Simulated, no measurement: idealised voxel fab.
Process module, titled voxel self aligned vias
This is section cut - it's 225 nm across, gridded in 5 nm square cells.
Cross-section, as written here: a square-cell grid given band by band from the top down, where a band holds one or more rows of cells. For a band, the entry starts with two heights in nm, that of the top and then that of the bottom, and carries on with the band's materials in order from left to right, each alongside its width in nm; the word "full width" beside a single material means it fills the band edge to edge, and "air" means empty space. Basically, 0 is our baseline, since under it the wafer straight out of the box is all one material. The bottom band has no lower end and keeps on going down, so it looks like "0..down". Read "30->40" as a graded width: first number on top, second number at the bottom, same change between each pair of neighbouring rows. Key: "nothing changed" - step with no changed cell in the cross-section. Voids not open to the top, 8 cells minimum: see "Closed void catalog". Written width x height at distance; distance is from the left edge; nm. On a step's line, text after the settings is the simulator commenting on that step. You can add "overlay nm" to a step's line. For a step with a mask, it describes how far the mask lay to the right of its planned position, and a negative number describes a lay to the left. Before/after cross-section pairs, one process step each; after shown to lowest changed band; step and settings beneath. Pairs may be from different runs of this module on the same starting wafer; a pair continues from the one above only where its "Pre-processing view" entry says so.
**Pre-processing view**
	35..25 | SiO2: 70; TiN: 5; Ru: 20; TiN: 5; SiO2: 25; TiN: 5; Ru: 20; TiN: 5; SiO2: 70
	25..20 | SiO2: 70; TiN: 30; SiO2: 25; TiN: 30; SiO2: 70
	20..15 | SiCN full width
	15..0 | SiO2 full width
	0..down | Si full width
	Closed void catalog: none
**Result of Step**
	45..35 | SiN full width
	Lower than 35, everything is as it was.
	Closed void catalog: none
Between the cross-sections above, the step performed was FILL_DEP | material SiN | thk nm 10
Pre-processing view: nothing new to draw here, it's the after view of the pair just above.
**Result of Step**
	60..45 | SiO2 full width
	Lower than 45, everything is as it was.
	Closed void catalog: none
Between the cross-sections above, the step performed was DIRECTIONAL_DEP | material SiO2 | thk nm 15
Pre-processing view: nothing new to draw here, it's the after view of the pair just above.
**Result of Step**
	75..60 | aC full width
	Lower than 60, everything is as it was.
	Closed void catalog: none
Between the cross-sections above, the step performed was DIRECTIONAL_DEP | material aC | thk nm 15
Pre-processing view: nothing new to draw here, it's the after view of the pair just above.
**Result of Step**
	110..75 | resist: 65; air: 40; resist: 120
	Lower than 75, everything is as it was.
	Closed void catalog: none
Between the cross-sections above, the step performed was PATTERN | tone open | mask id VIAS | material resist | width nm 40 | thk nm 35 | overlay nm 0
Pre-processing view: nothing new to draw here, it's the after view of the pair just above.
**Result of Step**
	95..75 | resist: 65; air: 40; resist: 120
	75..60 | aC: 65; air: 40; aC: 120
	Lower than 60, everything is as it was.
	Closed void catalog: none
Between the cross-sections above, the step performed was DIRECTIONAL_ETCH | etch materials aC | depth nm 15
Pre-processing view: nothing new to draw here, it's the after view of the pair just above.
**Result of Step**
	75..60 | aC: 65; air: 40; aC: 120
	Lower than 60, everything is as it was.
	Closed void catalog: none
Between the cross-sections above, the step performed was STRIP | etch materials resist
Pre-processing view: nothing new to draw here, it's the after view of the pair just above.
**Result of Step**
	75..60 | aC: 65; air: 40; aC: 120
	60..45 | SiO2: 65; air: 40; SiO2: 120
	Lower than 45, everything is as it was.
	Closed void catalog: none
Between the cross-sections above, the step performed was DIRECTIONAL_ETCH | etch materials SiO2 | depth nm 15
Pre-processing view: nothing new to draw here, it's the after view of the pair just above.
**Result of Step**
	75..60 | aC: 65; air: 40; aC: 120
	60..45 | SiO2: 65; air: 40; SiO2: 120
	45..35 | SiN: 65; air: 40; SiN: 120
	Lower than 35, everything is as it was.
	Closed void catalog: none
Between the cross-sections above, the step performed was DIRECTIONAL_ETCH | etch materials SiN | depth nm 10
Pre-processing view: nothing new to draw here, it's the after view of the pair just above.
**Result of Step**
	60..45 | SiO2: 65; air: 40; SiO2: 120
	Lower than 45, everything is as it was.
	Closed void catalog: none
Between the cross-sections above, the step performed was STRIP | etch materials aC
Pre-processing view: nothing new to draw here, it's the after view of the pair just above.
**Result of Step**
	65..60 | TiN: 70; air: 30; TiN: 125
	60..45 | SiO2: 65; TiN: 5; air: 30; TiN: 5; SiO2: 120
	45..40 | SiN: 65; TiN: 5; air: 30; TiN: 5; SiN: 120
	40..35 | SiN: 65; TiN: 40; SiN: 120
	Lower than 35, everything is as it was.
	Closed void catalog: none
Between the cross-sections above, the step performed was CONFORMAL_DEP | material TiN | thk nm 5
Pre-processing view: nothing new to draw here, it's the after view of the pair just above.
**Result of Step**
	75..65 | Ru full width
	65..60 | TiN: 70; Ru: 30; TiN: 125
	60..45 | SiO2: 65; TiN: 5; Ru: 30; TiN: 5; SiO2: 120
	45..40 | SiN: 65; TiN: 5; Ru: 30; TiN: 5; SiN: 120
	Lower than 40, everything is as it was.
	Closed void catalog: none
Between the cross-sections above, the step performed was FILL_DEP | material Ru | thk nm 10
Pre-processing view: nothing new to draw here, it's the after view of the pair just above.
**Result of Step**
	60..45 | SiO2: 65; TiN: 5; Ru: 30; TiN: 5; SiO2: 120
	Lower than 45, everything is as it was.
	Closed void catalog: none
Between the cross-sections above, the step performed was CMP | height nm 60
Pre-processing view: nothing new to draw here, it's the after view of the pair just above.
**Result of Step**
	65..60 | SiN full width
	Lower than 60, everything is as it was.
	Closed void catalog: none
Between the cross-sections above, the step performed was CONFORMAL_DEP | material SiN | thk nm 5
**Pre-processing view**
	75..60 | aC full width
	60..45 | SiO2 full width
	45..35 | SiO2: 70; SiN: 30; SiO2: 25; SiN: 30; SiO2: 70
	35..25 | SiO2: 70; TiN: 5; Ru: 20; TiN: 5; SiO2: 25; TiN: 5; Ru: 20; TiN: 5; SiO2: 70
	25..20 | SiO2: 70; TiN: 30; SiO2: 25; TiN: 30; SiO2: 70
	20..15 | SiCN full width
	15..0 | SiO2 full width
	0..down | Si full width
	Closed void catalog: none
**Result of Step**
	110..75 | resist: 65; air: 45; resist: 115
	Lower than 75, everything is as it was.
	Closed void catalog: none
Between the cross-sections above, the step performed was PATTERN | tone open | mask id VIAS | material resist | width nm 45 | thk nm 35 | overlay nm 0
Pre-processing view: nothing new to draw here, it's the after view of the pair just above.
**Result of Step**
	95..75 | resist: 65; air: 45; resist: 115
	75..60 | aC: 65; air: 45; aC: 115
	Lower than 60, everything is as it was.
	Closed void catalog: none
Between the cross-sections above, the step performed was DIRECTIONAL_ETCH | etch materials aC | depth nm 15
Pre-processing view: nothing new to draw here, it's the after view of the pair just above.
**Result of Step**
	75..60 | aC: 65; air: 45; aC: 115
	Lower than 60, everything is as it was.
	Closed void catalog: none
Between the cross-sections above, the step performed was STRIP | etch materials resist
Pre-processing view: nothing new to draw here, it's the after view of the pair just above.
**Result of Step**
	75..60 | aC: 65; air: 45; aC: 115
	60..45 | SiO2: 65; air: 45; SiO2: 115
	Lower than 45, everything is as it was.
	Closed void catalog: none
Between the cross-sections above, the step performed was DIRECTIONAL_ETCH | etch materials SiO2 | depth nm 15
Pre-processing view: nothing new to draw here, it's the after view of the pair just above.
**Result of Step**
	75..60 | aC: 65; air: 45; aC: 115
	60..45 | SiO2: 65; air: 45; SiO2: 115
	45..35 | SiO2: 70; air: 30; SiO2: 25; SiN: 30; SiO2: 70
	Lower than 35, everything is as it was.
	Closed void catalog: none
Between the cross-sections above, the step performed was DIRECTIONAL_ETCH | etch materials SiN | depth nm 10
Pre-processing view: nothing new to draw here, it's the after view of the pair just above.
**Result of Step**
	60..45 | SiO2: 65; air: 45; SiO2: 115
	Lower than 45, everything is as it was.
	Closed void catalog: none
Between the cross-sections above, the step performed was STRIP | etch materials aC
Pre-processing view: nothing new to draw here, it's the after view of the pair just above.
**Result of Step**
	65..60 | TiN: 70; air: 35; TiN: 120
	60..50 | SiO2: 65; TiN: 5; air: 35; TiN: 5; SiO2: 115
	50..45 | SiO2: 65; TiN: 10; air: 20; TiN: 15; SiO2: 115
	45..40 | SiO2: 70; TiN: 5; air: 20; TiN: 5; SiO2: 25; SiN: 30; SiO2: 70
	40..35 | SiO2: 70; TiN: 30; SiO2: 25; SiN: 30; SiO2: 70
	Lower than 35, everything is as it was.
	Closed void catalog: none
Between the cross-sections above, the step performed was CONFORMAL_DEP | material TiN | thk nm 5
Pre-processing view: nothing new to draw here, it's the after view of the pair just above.
**Result of Step**
	75..65 | Ru full width
	65..60 | TiN: 70; Ru: 35; TiN: 120
	60..50 | SiO2: 65; TiN: 5; Ru: 35; TiN: 5; SiO2: 115
	50..45 | SiO2: 65; TiN: 10; Ru: 20; TiN: 15; SiO2: 115
	45..40 | SiO2: 70; TiN: 5; Ru: 20; TiN: 5; SiO2: 25; SiN: 30; SiO2: 70
	Lower than 40, everything is as it was.
	Closed void catalog: none
Between the cross-sections above, the step performed was FILL_DEP | material Ru | thk nm 10
Pre-processing view: nothing new to draw here, it's the after view of the pair just above.
**Result of Step**
	60..50 | SiO2: 65; TiN: 5; Ru: 35; TiN: 5; SiO2: 115
	Lower than 50, everything is as it was.
	Closed void catalog: none
Between the cross-sections above, the step performed was CMP | height nm 60
Pre-processing view: nothing new to draw here, it's the after view of the pair just above.
**Result of Step**
	65..60 | SiN full width
	Lower than 60, everything is as it was.
	Closed void catalog: none
Between the cross-sections above, the step performed was CONFORMAL_DEP | material SiN | thk nm 5
**Pre-processing view**
	55..45 | aC full width
	45..20 | SiO2 full width
	20..15 | SiCN full width
	15..0 | SiO2 full width
	0..down | Si full width
	Closed void catalog: none
**Result of Step**
	80..55 | resist: 60; air: 30; resist: 25; air: 30; resist: 80
	Lower than 55, everything is as it was.
	Closed void catalog: none
Between the cross-sections above, the step performed was PATTERN | tone open | mask id LINES | material resist | width nm 30 | pitch nm 55 | thk nm 25 | overlay nm -10
Pre-processing view: nothing new to draw here, it's the after view of the pair just above.
**Result of Step**
	70..55 | resist: 60; air: 30; resist: 25; air: 30; resist: 80
	55..45 | aC: 60; air: 30; aC: 25; air: 30; aC: 80
	Lower than 45, everything is as it was.
	Closed void catalog: none
Between the cross-sections above, the step performed was DIRECTIONAL_ETCH | etch materials aC | depth nm 10
Pre-processing view: nothing new to draw here, it's the after view of the pair just above.
**Result of Step**
	55..45 | aC: 60; air: 30; aC: 25; air: 30; aC: 80
	Lower than 45, everything is as it was.
	Closed void catalog: none
Between the cross-sections above, the step performed was STRIP | etch materials resist
Pre-processing view: nothing new to draw here, it's the after view of the pair just above.
**Result of Step**
	55..45 | aC: 60; air: 30; aC: 25; air: 30; aC: 80
	45..20 | SiO2: 60; air: 30; SiO2: 25; air: 30; SiO2: 80
	Lower than 20, everything is as it was.
	Closed void catalog: none
Between the cross-sections above, the step performed was DIRECTIONAL_ETCH | etch materials SiO2 | depth nm 25
Pre-processing view: nothing new to draw here, it's the after view of the pair just above.
**Result of Step**
	45..20 | SiO2: 60; air: 30; SiO2: 25; air: 30; SiO2: 80
	Lower than 20, everything is as it was.
	Closed void catalog: none
Between the cross-sections above, the step performed was STRIP | etch materials aC
Pre-processing view: nothing new to draw here, it's the after view of the pair just above.
**Result of Step**
	50..45 | TiN: 65; air: 20; TiN: 35; air: 20; TiN: 85
	45..25 | SiO2: 60; TiN: 5; air: 20; TiN: 5; SiO2: 25; TiN: 5; air: 20; TiN: 5; SiO2: 80
	25..20 | SiO2: 60; TiN: 30; SiO2: 25; TiN: 30; SiO2: 80
	Lower than 20, everything is as it was.
	Closed void catalog: none
Between the cross-sections above, the step performed was CONFORMAL_DEP | material TiN | thk nm 5
Pre-processing view: nothing new to draw here, it's the after view of the pair just above.
**Result of Step**
	60..50 | Ru full width
	50..45 | TiN: 65; Ru: 20; TiN: 35; Ru: 20; TiN: 85
	45..25 | SiO2: 60; TiN: 5; Ru: 20; TiN: 5; SiO2: 25; TiN: 5; Ru: 20; TiN: 5; SiO2: 80
	Lower than 25, everything is as it was.
	Closed void catalog: none
Between the cross-sections above, the step performed was FILL_DEP | material Ru | thk nm 10
Pre-processing view: nothing new to draw here, it's the after view of the pair just above.
**Result of Step**
	45..25 | SiO2: 60; TiN: 5; Ru: 20; TiN: 5; SiO2: 25; TiN: 5; Ru: 20; TiN: 5; SiO2: 80
	Lower than 25, everything is as it was.
	Closed void catalog: none
Between the cross-sections above, the step performed was CMP | height nm 45
Pre-processing view: nothing new to draw here, it's the after view of the pair just above.
**Result of Step**
	45..35 | SiO2: 60; air: 30; SiO2: 25; air: 30; SiO2: 80
	Lower than 35, everything is as it was.
	Closed void catalog: none
Between the cross-sections above, the step performed was SELECTIVE_ETCH | etch materials W Ru TiN | depth nm 10
Pre-processing view: nothing new to draw here, it's the after view of the pair just above.
**Result of Step**
	55..45 | SiN full width
	45..35 | SiO2: 60; SiN: 30; SiO2: 25; SiN: 30; SiO2: 80
	Lower than 35, everything is as it was.
	Closed void catalog: none
Between the cross-sections above, the step performed was FILL_DEP | material SiN | thk nm 10
Pre-processing view: nothing new to draw here, it's the after view of the pair just above.
**Result of Step**
	45..35 | SiO2: 60; SiN: 30; SiO2: 25; SiN: 30; SiO2: 80
	Lower than 35, everything is as it was.
	Closed void catalog: none
Between the cross-sections above, the step performed was CMP | height nm 45
Pre-processing view: nothing new to draw here, it's the after view of the pair just above.
**Result of Step**
	60..45 | SiO2 full width
	Lower than 45, everything is as it was.
	Closed void catalog: none
Between the cross-sections above, the step performed was DIRECTIONAL_DEP | material SiO2 | thk nm 15
Pre-processing view: nothing new to draw here, it's the after view of the pair just above.
**Result of Step**
	75..60 | aC full width
	Lower than 60, everything is as it was.
	Closed void catalog: none
Between the cross-sections above, the step performed was DIRECTIONAL_DEP | material aC | thk nm 15
Pre-processing view: nothing new to draw here, it's the after view of the pair just above.
**Result of Step**
	110..75 | resist: 65; air: 40; resist: 120
	Lower than 75, everything is as it was.
	Closed void catalog: none
Between the cross-sections above, the step performed was PATTERN | tone open | mask id VIAS | material resist | width nm 40 | thk nm 35 | overlay nm 0
Pre-processing view: nothing new to draw here, it's the after view of the pair just above.
**Result of Step**
	95..75 | resist: 65; air: 40; resist: 120
	75..60 | aC: 65; air: 40; aC: 120
	Lower than 60, everything is as it was.
	Closed void catalog: none
Between the cross-sections above, the step performed was DIRECTIONAL_ETCH | etch materials aC | depth nm 15
Pre-processing view: nothing new to draw here, it's the after view of the pair just above.
**Result of Step**
	75..60 | aC: 65; air: 40; aC: 120
	Lower than 60, everything is as it was.
	Closed void catalog: none
Between the cross-sections above, the step performed was STRIP | etch materials resist
Pre-processing view: nothing new to draw here, it's the after view of the pair just above.
**Result of Step**
	75..60 | aC: 65; air: 40; aC: 120
	60..45 | SiO2: 65; air: 40; SiO2: 120
	Lower than 45, everything is as it was.
	Closed void catalog: none
Between the cross-sections above, the step performed was DIRECTIONAL_ETCH | etch materials SiO2 | depth nm 15
Pre-processing view: nothing new to draw here, it's the after view of the pair just above.
**Result of Step**
	75..60 | aC: 65; air: 40; aC: 120
	60..45 | SiO2: 65; air: 40; SiO2: 120
	45..35 | SiO2: 60; SiN: 5; air: 25; SiO2: 25; SiN: 30; SiO2: 80
	Lower than 35, everything is as it was.
	Closed void catalog: none
Between the cross-sections above, the step performed was DIRECTIONAL_ETCH | etch materials SiN | depth nm 10
Pre-processing view: nothing new to draw here, it's the after view of the pair just above.
**Result of Step**
	60..45 | SiO2: 65; air: 40; SiO2: 120
	Lower than 45, everything is as it was.
	Closed void catalog: none
Between the cross-sections above, the step performed was STRIP | etch materials aC
Pre-processing view: nothing new to draw here, it's the after view of the pair just above.
**Result of Step**
	65..60 | TiN: 70; air: 30; TiN: 125
	60..50 | SiO2: 65; TiN: 5; air: 30; TiN: 5; SiO2: 120
	50..45 | SiO2: 65; TiN: 5; air: 15; TiN: 20; SiO2: 120
	45..40 | SiO2: 60; SiN: 5; TiN: 5; air: 15; TiN: 5; SiO2: 25; SiN: 30; SiO2: 80
	40..35 | SiO2: 60; SiN: 5; TiN: 25; SiO2: 25; SiN: 30; SiO2: 80
	Lower than 35, everything is as it was.
	Closed void catalog: none
Between the cross-sections above, the step performed was CONFORMAL_DEP | material TiN | thk nm 5
Pre-processing view: nothing new to draw here, it's the after view of the pair just above.
**Result of Step**
	75..65 | Ru full width
	65..60 | TiN: 70; Ru: 30; TiN: 125
	60..50 | SiO2: 65; TiN: 5; Ru: 30; TiN: 5; SiO2: 120
	50..45 | SiO2: 65; TiN: 5; Ru: 15; TiN: 20; SiO2: 120
	45..40 | SiO2: 60; SiN: 5; TiN: 5; Ru: 15; TiN: 5; SiO2: 25; SiN: 30; SiO2: 80
	Lower than 40, everything is as it was.
	Closed void catalog: none
Between the cross-sections above, the step performed was FILL_DEP | material Ru | thk nm 10
Pre-processing view: nothing new to draw here, it's the after view of the pair just above.
**Result of Step**
	60..50 | SiO2: 65; TiN: 5; Ru: 30; TiN: 5; SiO2: 120
	Lower than 50, everything is as it was.
	Closed void catalog: none
Between the cross-sections above, the step performed was CMP | height nm 60
Pre-processing view: nothing new to draw here, it's the after view of the pair just above.
**Result of Step**
	65..60 | SiN full width
	Lower than 60, everything is as it was.
	Closed void catalog: none
Between the cross-sections above, the step performed was CONFORMAL_DEP | material SiN | thk nm 5
**Pre-processing view**
	45..35 | SiO2: 70; air: 30; SiO2: 25; air: 30; SiO2: 70
	35..25 | SiO2: 70; TiN: 5; Ru: 20; TiN: 5; SiO2: 25; TiN: 5; Ru: 20; TiN: 5; SiO2: 70
	25..20 | SiO2: 70; TiN: 30; SiO2: 25; TiN: 30; SiO2: 70
	20..15 | SiCN full width
	15..0 | SiO2 full width
	0..down | Si full width
	Closed void catalog: none
**Result of Step**
	55..45 | W full width
	45..35 | SiO2: 70; W: 30; SiO2: 25; W: 30; SiO2: 70
	Lower than 35, everything is as it was.
	Closed void catalog: none
Between the cross-sections above, the step performed was FILL_DEP | material W | thk nm 10
Pre-processing view: nothing new to draw here, it's the after view of the pair just above.
**Result of Step**
	45..35 | SiO2: 70; W: 30; SiO2: 25; W: 30; SiO2: 70
	Lower than 35, everything is as it was.
	Closed void catalog: none
Between the cross-sections above, the step performed was CMP | height nm 45
Pre-processing view: nothing new to draw here, it's the after view of the pair just above.
**Result of Step**
	60..45 | SiO2 full width
	Lower than 45, everything is as it was.
	Closed void catalog: none
Between the cross-sections above, the step performed was DIRECTIONAL_DEP | material SiO2 | thk nm 15
Pre-processing view: nothing new to draw here, it's the after view of the pair just above.
**Result of Step**
	75..60 | aC full width
	Lower than 60, everything is as it was.
	Closed void catalog: none
Between the cross-sections above, the step performed was DIRECTIONAL_DEP | material aC | thk nm 15
Pre-processing view: nothing new to draw here, it's the after view of the pair just above.
**Result of Step**
	110..75 | resist: 65; air: 40; resist: 120
	Lower than 75, everything is as it was.
	Closed void catalog: none
Between the cross-sections above, the step performed was PATTERN | tone open | mask id VIAS | material resist | width nm 40 | thk nm 35 | overlay nm 0
Pre-processing view: nothing new to draw here, it's the after view of the pair just above.
**Result of Step**
	95..75 | resist: 65; air: 40; resist: 120
	75..60 | aC: 65; air: 40; aC: 120
	Lower than 60, everything is as it was.
	Closed void catalog: none
Between the cross-sections above, the step performed was DIRECTIONAL_ETCH | etch materials aC | depth nm 15
Pre-processing view: nothing new to draw here, it's the after view of the pair just above.
**Result of Step**
	75..60 | aC: 65; air: 40; aC: 120
	Lower than 60, everything is as it was.
	Closed void catalog: none
Between the cross-sections above, the step performed was STRIP | etch materials resist
Pre-processing view: nothing new to draw here, it's the after view of the pair just above.
**Result of Step**
	75..60 | aC: 65; air: 40; aC: 120
	60..45 | SiO2: 65; air: 40; SiO2: 120
	Lower than 45, everything is as it was.
	Closed void catalog: none
Between the cross-sections above, the step performed was DIRECTIONAL_ETCH | etch materials SiO2 | depth nm 15
Pre-processing view: nothing new to draw here, it's the after view of the pair just above.
**Result of Step**
	60..45 | SiO2: 65; air: 40; SiO2: 120
	Lower than 45, everything is as it was.
	Closed void catalog: none
Between the cross-sections above, the step performed was STRIP | etch materials aC
Pre-processing view: nothing new to draw here, it's the after view of the pair just above.
**Result of Step**
	65..60 | TiN: 70; air: 30; TiN: 125
	60..50 | SiO2: 65; TiN: 5; air: 30; TiN: 5; SiO2: 120
	50..45 | SiO2: 65; TiN: 40; SiO2: 120
	Lower than 45, everything is as it was.
	Closed void catalog: none
Between the cross-sections above, the step performed was CONFORMAL_DEP | material TiN | thk nm 5
Pre-processing view: nothing new to draw here, it's the after view of the pair just above.
**Result of Step**
	75..65 | Ru full width
	65..60 | TiN: 70; Ru: 30; TiN: 125
	60..50 | SiO2: 65; TiN: 5; Ru: 30; TiN: 5; SiO2: 120
	Lower than 50, everything is as it was.
	Closed void catalog: none
Between the cross-sections above, the step performed was FILL_DEP | material Ru | thk nm 10
Pre-processing view: nothing new to draw here, it's the after view of the pair just above.
**Result of Step**
	60..50 | SiO2: 65; TiN: 5; Ru: 30; TiN: 5; SiO2: 120
	Lower than 50, everything is as it was.
	Closed void catalog: none
Between the cross-sections above, the step performed was CMP | height nm 60
Pre-processing view: nothing new to draw here, it's the after view of the pair just above.
**Result of Step**
	65..60 | SiN full width
	Lower than 60, everything is as it was.
	Closed void catalog: none
Between the cross-sections above, the step performed was CONFORMAL_DEP | material SiN | thk nm 5
**Pre-processing view**
	55..45 | aC full width
	45..20 | SiO2 full width
	20..15 | SiCN full width
	15..0 | SiO2 full width
	0..down | Si full width
	Closed void catalog: none
**Result of Step**
	80..55 | air: 70; resist: 30; air: 25; resist: 30; air: 70
	Lower than 55, everything is as it was.
	Closed void catalog: none
Between the cross-sections above, the step performed was PATTERN | tone cover | mask id LINES | material resist | width nm 30 | pitch nm 55 | thk nm 25 | overlay nm 0
Pre-processing view: nothing new to draw here, it's the after view of the pair just above.
**Result of Step**
	70..55 | air: 70; resist: 30; air: 25; resist: 30; air: 70
	55..45 | air: 70; aC: 30; air: 25; aC: 30; air: 70
	Lower than 45, everything is as it was.
	Closed void catalog: none
Between the cross-sections above, the step performed was DIRECTIONAL_ETCH | etch materials aC | depth nm 10
Pre-processing view: nothing new to draw here, it's the after view of the pair just above.
**Result of Step**
	55..45 | air: 70; aC: 30; air: 25; aC: 30; air: 70
	Lower than 45, everything is as it was.
	Closed void catalog: none
Between the cross-sections above, the step performed was STRIP | etch materials resist
Pre-processing view: nothing new to draw here, it's the after view of the pair just above.
**Result of Step**
	55..45 | air: 70; aC: 30; air: 25; aC: 30; air: 70
	45..20 | air: 70; SiO2: 30; air: 25; SiO2: 30; air: 70
	Lower than 20, everything is as it was.
	Closed void catalog: none
Between the cross-sections above, the step performed was DIRECTIONAL_ETCH | etch materials SiO2 | depth nm 25
Pre-processing view: nothing new to draw here, it's the after view of the pair just above.
**Result of Step**
	45..20 | air: 70; SiO2: 30; air: 25; SiO2: 30; air: 70
	Lower than 20, everything is as it was.
	Closed void catalog: none
Between the cross-sections above, the step performed was STRIP | etch materials aC
Pre-processing view: nothing new to draw here, it's the after view of the pair just above.
**Result of Step**
	50..45 | air: 65; TiN: 40; air: 15; TiN: 40; air: 65
	45..25 | air: 65; TiN: 5; SiO2: 30; TiN: 5; air: 15; TiN: 5; SiO2: 30; TiN: 5; air: 65
	25..20 | TiN: 70; SiO2: 30; TiN: 25; SiO2: 30; TiN: 70
	Lower than 20, everything is as it was.
	Closed void catalog: none
Between the cross-sections above, the step performed was CONFORMAL_DEP | material TiN | thk nm 5
Pre-processing view: nothing new to draw here, it's the after view of the pair just above.
**Result of Step**
	60..50 | Ru full width
	50..45 | Ru: 65; TiN: 40; Ru: 15; TiN: 40; Ru: 65
	45..25 | Ru: 65; TiN: 5; SiO2: 30; TiN: 5; Ru: 15; TiN: 5; SiO2: 30; TiN: 5; Ru: 65
	Lower than 25, everything is as it was.
	Closed void catalog: none
Between the cross-sections above, the step performed was FILL_DEP | material Ru | thk nm 10
Pre-processing view: nothing new to draw here, it's the after view of the pair just above.
**Result of Step**
	45..25 | Ru: 65; TiN: 5; SiO2: 30; TiN: 5; Ru: 15; TiN: 5; SiO2: 30; TiN: 5; Ru: 65
	Lower than 25, everything is as it was.
	Closed void catalog: none
Between the cross-sections above, the step performed was CMP | height nm 45
Pre-processing view: nothing new to draw here, it's the after view of the pair just above.
**Result of Step**
	45..35 | air: 70; SiO2: 30; air: 25; SiO2: 30; air: 70
	Lower than 35, everything is as it was.
	Closed void catalog: none
Between the cross-sections above, the step performed was SELECTIVE_ETCH | etch materials W Ru TiN | depth nm 10
Pre-processing view: nothing new to draw here, it's the after view of the pair just above.
**Result of Step**
	55..45 | SiN full width
	45..35 | SiN: 70; SiO2: 30; SiN: 25; SiO2: 30; SiN: 70
	Lower than 35, everything is as it was.
	Closed void catalog: none
Between the cross-sections above, the step performed was FILL_DEP | material SiN | thk nm 10
Pre-processing view: nothing new to draw here, it's the after view of the pair just above.
**Result of Step**
	45..35 | SiN: 70; SiO2: 30; SiN: 25; SiO2: 30; SiN: 70
	Lower than 35, everything is as it was.
	Closed void catalog: none
Between the cross-sections above, the step performed was CMP | height nm 45
Pre-processing view: nothing new to draw here, it's the after view of the pair just above.
**Result of Step**
	60..45 | SiO2 full width
	Lower than 45, everything is as it was.
	Closed void catalog: none
Between the cross-sections above, the step performed was DIRECTIONAL_DEP | material SiO2 | thk nm 15
Pre-processing view: nothing new to draw here, it's the after view of the pair just above.
**Result of Step**
	75..60 | aC full width
	Lower than 60, everything is as it was.
	Closed void catalog: none
Between the cross-sections above, the step performed was DIRECTIONAL_DEP | material aC | thk nm 15
Pre-processing view: nothing new to draw here, it's the after view of the pair just above.
**Result of Step**
	110..75 | resist: 65; air: 40; resist: 120
	Lower than 75, everything is as it was.
	Closed void catalog: none
Between the cross-sections above, the step performed was PATTERN | tone open | mask id VIAS | material resist | width nm 40 | thk nm 35 | overlay nm 0
Pre-processing view: nothing new to draw here, it's the after view of the pair just above.
**Result of Step**
	95..75 | resist: 65; air: 40; resist: 120
	75..60 | aC: 65; air: 40; aC: 120
	Lower than 60, everything is as it was.
	Closed void catalog: none
Between the cross-sections above, the step performed was DIRECTIONAL_ETCH | etch materials aC | depth nm 15
Pre-processing view: nothing new to draw here, it's the after view of the pair just above.
**Result of Step**
	75..60 | aC: 65; air: 40; aC: 120
	Lower than 60, everything is as it was.
	Closed void catalog: none
Between the cross-sections above, the step performed was STRIP | etch materials resist
Pre-processing view: nothing new to draw here, it's the after view of the pair just above.
**Result of Step**
	75..60 | aC: 65; air: 40; aC: 120
	60..45 | SiO2: 65; air: 40; SiO2: 120
	Lower than 45, everything is as it was.
	Closed void catalog: none
Between the cross-sections above, the step performed was DIRECTIONAL_ETCH | etch materials SiO2 | depth nm 15
Pre-processing view: nothing new to draw here, it's the after view of the pair just above.
**Result of Step**
	75..60 | aC: 65; air: 40; aC: 120
	60..45 | SiO2: 65; air: 40; SiO2: 120
	45..35 | SiN: 65; air: 5; SiO2: 30; air: 5; SiN: 20; SiO2: 30; SiN: 70
	Lower than 35, everything is as it was.
	Closed void catalog: none
Between the cross-sections above, the step performed was DIRECTIONAL_ETCH | etch materials SiN | depth nm 10
Pre-processing view: nothing new to draw here, it's the after view of the pair just above.
**Result of Step**
	60..45 | SiO2: 65; air: 40; SiO2: 120
	Lower than 45, everything is as it was.
	Closed void catalog: none
Between the cross-sections above, the step performed was STRIP | etch materials aC
Pre-processing view: nothing new to draw here, it's the after view of the pair just above.
**Result of Step**
	65..60 | TiN: 70; air: 30; TiN: 125
	60..50 | SiO2: 65; TiN: 5; air: 30; TiN: 5; SiO2: 120
	50..45 | SiO2: 65; TiN: 40; SiO2: 120
	45..35 | SiN: 65; TiN: 5; SiO2: 30; TiN: 5; SiN: 20; SiO2: 30; SiN: 70
	Lower than 35, everything is as it was.
	Closed void catalog: none
Between the cross-sections above, the step performed was CONFORMAL_DEP | material TiN | thk nm 5
Pre-processing view: nothing new to draw here, it's the after view of the pair just above.
**Result of Step**
	75..65 | Ru full width
	65..60 | TiN: 70; Ru: 30; TiN: 125
	60..50 | SiO2: 65; TiN: 5; Ru: 30; TiN: 5; SiO2: 120
	Lower than 50, everything is as it was.
	Closed void catalog: none
Between the cross-sections above, the step performed was FILL_DEP | material Ru | thk nm 10
Pre-processing view: nothing new to draw here, it's the after view of the pair just above.
**Result of Step**
	60..50 | SiO2: 65; TiN: 5; Ru: 30; TiN: 5; SiO2: 120
	Lower than 50, everything is as it was.
	Closed void catalog: none
Between the cross-sections above, the step performed was CMP | height nm 60
Pre-processing view: nothing new to draw here, it's the after view of the pair just above.
**Result of Step**
	65..60 | SiN full width
	Lower than 60, everything is as it was.
	Closed void catalog: none
Between the cross-sections above, the step performed was CONFORMAL_DEP | material SiN | thk nm 5
